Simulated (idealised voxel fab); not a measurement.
process module | voxel released beams
cross-section cut | 160 nm wide | cells 5 nm
A cross-section is a grid of square cells, given in bands from the top down. A band is one or more rows of cells.
Each band's line starts with the height of the band's top and of its bottom, in nm. Then come its materials from left to right, each with its width in nm. One material with "throughout" fills the band from edge to edge. "air" is empty space.
Height 0 is the level under which the wafer as received is all one material. The lowest band goes on downwards, as in "0 down".
A width such as "30 to 40" changes by the same amount from each row of cells to the next, from the band's top row to its bottom row.
"no change" after a step means that no cell of the cross-section changed.
closed voids: empty space of 8 cells or more with no open way to the top, each as width x height at its distance from the left edge, in nm
after a step's settings: what the simulator itself notes on the step
overlay nm, on a step with a mask: how far to the right of its planned place the mask lay; to the left if negative
plan
1 op RECEIVE | material Si
2 op CONFORMAL_DEP | material SiN | thk nm 5
3 op DIRECTIONAL_DEP | material SiO2 | thk nm 20
4 op MASKED_ETCH | tone open | mask id ANCHOR | width nm 45 | etch materials SiO2 | depth nm 20 | overlay nm 0
5 op CONFORMAL_DEP | material polySi | thk nm 15
6 op MASKED_ETCH | tone cover | mask id BEAM | width nm 115 | etch materials polySi | depth nm 15 | overlay nm 0
7 op STRIP | etch materials SiO2
as received, after step 1
  0 down: Si throughout
  closed voids: none
a wafer at the end: this start, this plan, one mistake
  35 to 20: air 20 | polySi 20 | air 15 | polySi 80 | air 25
  20 to 5: air 25 | polySi 45 | air 90
  5 to 0: SiN throughout
  0 down: Si throughout
  closed voids: none
what went wrong: step 3 ran as: op DIRECTIONAL_DEP | material SiO2 | thk nm 15
